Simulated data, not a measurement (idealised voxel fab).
process module | voxel self aligned vias
cross-section cut | 185 nm wide | cells 5 nm
A cross-section is a grid of square cells, given in bands from the top down. A band is one or more rows of cells.
Each band's line starts with the height of the band's top and of its bottom, in nm. Then come its materials from left to right, each with its width in nm. One material with "throughout" fills the band from edge to edge. "air" is empty space.
Height 0 is the level under which the wafer as received is all one material. The lowest band goes on downwards, as in "0 down".
A width such as "30 to 40" changes by the same amount from each row of cells to the next, from the band's top row to its bottom row.
"no change" after a step means that no cell of the cross-section changed.
closed voids: empty space of 8 cells or more with no open way to the top, each as width x height at its distance from the left edge, in nm
after a step's settings: what the simulator itself notes on the step
overlay nm, on a step with a mask: how far to the right of its planned place the mask lay; to the left if negative
plan
1 op RECEIVE | material Si
2 op CONFORMAL_DEP | material SiO2 | thk nm 10
3 op CONFORMAL_DEP | material SiCN | thk nm 5
4 op DIRECTIONAL_DEP | material SiO2 | thk nm 25
5 op PATTERN | tone open | mask id LINES | material resist | width nm 25 | pitch nm 55 | thk nm 20 | overlay nm 0
6 op DIRECTIONAL_ETCH | etch materials SiO2 | depth nm 25
7 op STRIP | etch materials resist
8 op CONFORMAL_DEP | material TiN | thk nm 5
9 op FILL_DEP | material Ru | thk nm 5
10 op CMP | height nm 40
11 op SELECTIVE_ETCH | etch materials W Ru TiN | depth nm 5
12 op FILL_DEP | material SiN | thk nm 5
13 op CMP | height nm 40
14 op DIRECTIONAL_DEP | material SiO2 | thk nm 15
15 op DIRECTIONAL_DEP | material aC | thk nm 10
16 op PATTERN | tone open | mask id VIAS | material resist | width nm 35 | thk nm 30 | overlay nm 0
17 op DIRECTIONAL_ETCH | etch materials aC | depth nm 10
18 op STRIP | etch materials resist
19 op DIRECTIONAL_ETCH | etch materials SiO2 | depth nm 15
20 op DIRECTIONAL_ETCH | etch materials SiN | depth nm 5
21 op STRIP | etch materials aC
22 op CONFORMAL_DEP | material TiN | thk nm 5
23 op FILL_DEP | material Cu | thk nm 5
24 op CMP | height nm 55
25 op CONFORMAL_DEP | material SiN | thk nm 5
first wafer, as planned
as received, after step 1
  0 down: Si throughout
  closed voids: none
after step 2
  10 to 0: SiO2 throughout
  below 0: unchanged
after step 3
  15 to 10: SiCN throughout
  below 10: unchanged
after step 4
  40 to 15: SiO2 throughout
  below 15: unchanged
after step 5
  60 to 40: resist 50 | air 25 | resist 30 | air 25 | resist 55
  below 40: unchanged
after step 6
  60 to 40: resist 50 | air 25 | resist 30 | air 25 | resist 55
  40 to 15: SiO2 50 | air 25 | SiO2 30 | air 25 | SiO2 55
  below 15: unchanged
after step 7
  40 to 15: SiO2 50 | air 25 | SiO2 30 | air 25 | SiO2 55
  below 15: unchanged
after step 8
  45 to 40: TiN 55 | air 15 | TiN 40 | air 15 | TiN 60
  40 to 20: SiO2 50 | TiN 5 | air 15 | TiN 5 | SiO2 30 | TiN 5 | air 15 | TiN 5 | SiO2 55
  20 to 15: SiO2 50 | TiN 25 | SiO2 30 | TiN 25 | SiO2 55
  below 15: unchanged
after step 9
  50 to 45: Ru throughout
  45 to 40: TiN 55 | Ru 15 | TiN 40 | Ru 15 | TiN 60
  40 to 20: SiO2 50 | TiN 5 | Ru 15 | TiN 5 | SiO2 30 | TiN 5 | Ru 15 | TiN 5 | SiO2 55
  below 20: unchanged
after step 10
  40 to 20: SiO2 50 | TiN 5 | Ru 15 | TiN 5 | SiO2 30 | TiN 5 | Ru 15 | TiN 5 | SiO2 55
  below 20: unchanged
after step 11
  40 to 35: SiO2 50 | air 25 | SiO2 30 | air 25 | SiO2 55
  below 35: unchanged
after step 12
  45 to 40: SiN throughout
  40 to 35: SiO2 50 | SiN 25 | SiO2 30 | SiN 25 | SiO2 55
  below 35: unchanged
after step 13
  40 to 35: SiO2 50 | SiN 25 | SiO2 30 | SiN 25 | SiO2 55
  below 35: unchanged
after step 14
  55 to 40: SiO2 throughout
  below 40: unchanged
after step 15
  65 to 55: aC throughout
  below 55: unchanged
after step 16
  95 to 65: resist 45 | air 35 | resist 105
  below 65: unchanged
after step 17
  85 to 65: resist 45 | air 35 | resist 105
  65 to 55: aC 45 | air 35 | aC 105
  below 55: unchanged
after step 18
  65 to 55: aC 45 | air 35 | aC 105
  below 55: unchanged
after step 19
  65 to 55: aC 45 | air 35 | aC 105
  55 to 40: SiO2 45 | air 35 | SiO2 105
  below 40: unchanged
after step 20
  65 to 55: aC 45 | air 35 | aC 105
  55 to 40: SiO2 45 | air 35 | SiO2 105
  40 to 35: SiO2 50 | air 25 | SiO2 30 | SiN 25 | SiO2 55
  below 35: unchanged
after step 21
  55 to 40: SiO2 45 | air 35 | SiO2 105
  below 40: unchanged
after step 22
  60 to 55: TiN 50 | air 25 | TiN 110
  55 to 45: SiO2 45 | TiN 5 | air 25 | TiN 5 | SiO2 105
  45 to 40: SiO2 45 | TiN 10 | air 15 | TiN 10 | SiO2 105
  40 to 35: SiO2 50 | TiN 25 | SiO2 30 | SiN 25 | SiO2 55
  below 35: unchanged
after step 23
  65 to 60: Cu throughout
  60 to 55: TiN 50 | Cu 25 | TiN 110
  55 to 45: SiO2 45 | TiN 5 | Cu 25 | TiN 5 | SiO2 105
  45 to 40: SiO2 45 | TiN 10 | Cu 15 | TiN 10 | SiO2 105
  below 40: unchanged
after step 24
  55 to 45: SiO2 45 | TiN 5 | Cu 25 | TiN 5 | SiO2 105
  below 45: unchanged
after step 25
  60 to 55: SiN throughout
  below 55: unchanged
second wafer: like start, like plan, one mistake. Through step 3 it matches the first wafer
when step 4 should have ended
  35 to 15: SiO2 throughout
  below 15: unchanged
when step 5 should have ended
  55 to 35: resist 50 | air 25 | resist 30 | air 25 | resist 55
  below 35: unchanged
when step 6 should have ended
  55 to 35: resist 50 | air 25 | resist 30 | air 25 | resist 55
  35 to 15: SiO2 50 | air 25 | SiO2 30 | air 25 | SiO2 55
  below 15: unchanged
when step 7 should have ended
  35 to 15: SiO2 50 | air 25 | SiO2 30 | air 25 | SiO2 55
  below 15: unchanged
when step 8 should have ended
  40 to 35: TiN 55 | air 15 | TiN 40 | air 15 | TiN 60
  35 to 20: SiO2 50 | TiN 5 | air 15 | TiN 5 | SiO2 30 | TiN 5 | air 15 | TiN 5 | SiO2 55
  20 to 15: SiO2 50 | TiN 25 | SiO2 30 | TiN 25 | SiO2 55
  below 15: unchanged
when step 9 should have ended
  45 to 40: Ru throughout
  40 to 35: TiN 55 | Ru 15 | TiN 40 | Ru 15 | TiN 60
  35 to 20: SiO2 50 | TiN 5 | Ru 15 | TiN 5 | SiO2 30 | TiN 5 | Ru 15 | TiN 5 | SiO2 55
  below 20: unchanged
when step 10 should have ended
  40 to 35: TiN 55 | Ru 15 | TiN 40 | Ru 15 | TiN 60
  below 35: unchanged
when step 11 should have ended
  35 to 20: SiO2 50 | TiN 5 | Ru 15 | TiN 5 | SiO2 30 | TiN 5 | Ru 15 | TiN 5 | SiO2 55
  below 20: unchanged
when step 12 should have ended
  40 to 35: SiN throughout
  below 35: unchanged
when step 13 should have ended: no change
when step 14 should have ended
  55 to 40: SiO2 throughout
  below 40: unchanged
when step 15 should have ended
  65 to 55: aC throughout
  below 55: unchanged
when step 16 should have ended
  95 to 65: resist 45 | air 35 | resist 105
  below 65: unchanged
when step 17 should have ended
  85 to 65: resist 45 | air 35 | resist 105
  65 to 55: aC 45 | air 35 | aC 105
  below 55: unchanged
when step 18 should have ended
  65 to 55: aC 45 | air 35 | aC 105
  below 55: unchanged
when step 19 should have ended
  65 to 55: aC 45 | air 35 | aC 105
  55 to 40: SiO2 45 | air 35 | SiO2 105
  below 40: unchanged
when step 20 should have ended
  65 to 55: aC 45 | air 35 | aC 105
  55 to 40: SiO2 45 | air 35 | SiO2 105
  40 to 35: SiN 45 | air 35 | SiN 105
  below 35: unchanged
when step 21 should have ended
  55 to 40: SiO2 45 | air 35 | SiO2 105
  below 40: unchanged
when step 22 should have ended
  60 to 55: TiN 50 | air 25 | TiN 110
  55 to 40: SiO2 45 | TiN 5 | air 25 | TiN 5 | SiO2 105
  40 to 35: SiN 45 | TiN 35 | SiN 105
  below 35: unchanged
when step 23 should have ended
  65 to 60: Cu throughout
  60 to 55: TiN 50 | Cu 25 | TiN 110
  55 to 40: SiO2 45 | TiN 5 | Cu 25 | TiN 5 | SiO2 105
  below 40: unchanged
when step 24 should have ended
  55 to 40: SiO2 45 | TiN 5 | Cu 25 | TiN 5 | SiO2 105
  below 40: unchanged
when step 25 should have ended
  60 to 55: SiN throughout
  below 55: unchanged
what went wrong: step 4 ran as: op DIRECTIONAL_DEP | material SiO2 | thk nm 20
at the end the second wafer has, in cells: 2 more of Cu | 25 more of SiN | 27 fewer of SiO2
